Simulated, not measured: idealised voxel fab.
This section sets out a process module, namely voxel self aligned contacts.
Each square cell in cross-section cut measures 5 nm, and the section as a whole is 235 nm wide.
Reading order for cross-sections: top band down to bottom band. Underlying form: a grid of square cells. Band size: one or more rows of cells. Top height, bottom height, nm. Materials left to right, width each, nm. Single material + "everywhere" = fills band edge to edge. "blank" = empty. It should be noted that heights are counted from 0, beneath which the wafer as supplied is of one material throughout, and that the lowest band possesses no lower boundary but continues downward, as written in "top 0, no bottom". So if you see something like "30->40" for the width, read it as the top row of the band sitting at the first number and the bottom row at the second, with every row in between moving by the same amount as the last. The cross-section has no changed cell in any step marked "no change". Listed in "Entrapped voids": every empty space of 8 or more cells without an open way to the top. Form: width x height at distance, the distance being from the left edge, all in nm. On each step's line, the part that comes after the settings is the simulator's own comment on the step. overlay nm: step with mask; distance mask lay right of planned place; negative value = left of planned place.

HERE'S WHAT THE PLANNED PROCESS STEPS LOOK LIKE
1) RECEIVE | material Si
2) CONFORMAL_DEP | material SiO2 | thk nm 5
3) DIRECTIONAL_DEP | material polySi | thk nm 25
4) DIRECTIONAL_DEP | material SiN | thk nm 20
5) DIRECTIONAL_DEP | material aC | thk nm 10
6) PATTERN | tone cover | mask id GATE | material resist | width nm 35 | pitch nm 60 | thk nm 30 | overlay nm 0
7) DIRECTIONAL_ETCH | etch materials aC | depth nm 10
8) STRIP | etch materials resist
9) DIRECTIONAL_ETCH | etch materials SiN | depth nm 20
10) DIRECTIONAL_ETCH | etch materials polySi | depth nm 25
11) STRIP | etch materials aC
12) CONFORMAL_DEP | material SiN | thk nm 5
13) DIRECTIONAL_ETCH | etch materials SiN | depth nm 5
14) FILL_DEP | material SiO2 | thk nm 15
15) CMP | height nm 55
16) DIRECTIONAL_DEP | material aC | thk nm 15
17) PATTERN | tone open | mask id CONTACT | material resist | width nm 45 | pitch nm 60 | thk nm 35 | overlay nm 0
18) DIRECTIONAL_ETCH | etch materials aC | depth nm 15
19) STRIP | etch materials resist
20) DIRECTIONAL_ETCH | etch materials SiO2 | depth nm 55
21) STRIP | etch materials aC
22) CONFORMAL_DEP | material TiN | thk nm 5
23) FILL_DEP | material W | thk nm 10
24) CMP | height nm 55
25) CONFORMAL_DEP | material SiN | thk nm 5

WAFER AT RECEIPT (POST STEP 1), CROSS-SECTION
top 0, no bottom | Si everywhere
Entrapped voids: none

FINAL WAFER PROFILE IN CROSS-SECTION AFTER THE MODULE, FROM THE SAME START AND PLAN AS ABOVE, WITH ONE MISTAKE MADE DURING PROCESSING
top 60, bottom 55 | aC everywhere
top 55, bottom 50 | SiO2=65 / TiN=20 / W=5 / TiN=20 / SiO2=15 / TiN=20 / W=5 / TiN=20 / SiO2=65
top 50, bottom 30 | SiO2=35 / SiN=45 / TiN=5 / W=5 / TiN=5 / SiN=45 / TiN=5 / W=5 / TiN=5 / SiN=45 / SiO2=35
top 30, bottom 5 | SiO2=35 / SiN=5 / polySi=35 / SiN=5 / TiN=5 / W=5 / TiN=5 / SiN=5 / polySi=35 / SiN=5 / TiN=5 / W=5 / TiN=5 / SiN=5 / polySi=35 / SiN=5 / SiO2=35
top 5, bottom 0 | SiO2=80 / TiN=15 / SiO2=45 / TiN=15 / SiO2=80
top 0, no bottom | Si everywhere
Entrapped voids: none
Nonconformance to the process plan: the process deviated at step 25: the operation and settings actually run there were CONFORMAL_DEP | material aC | thk nm 5
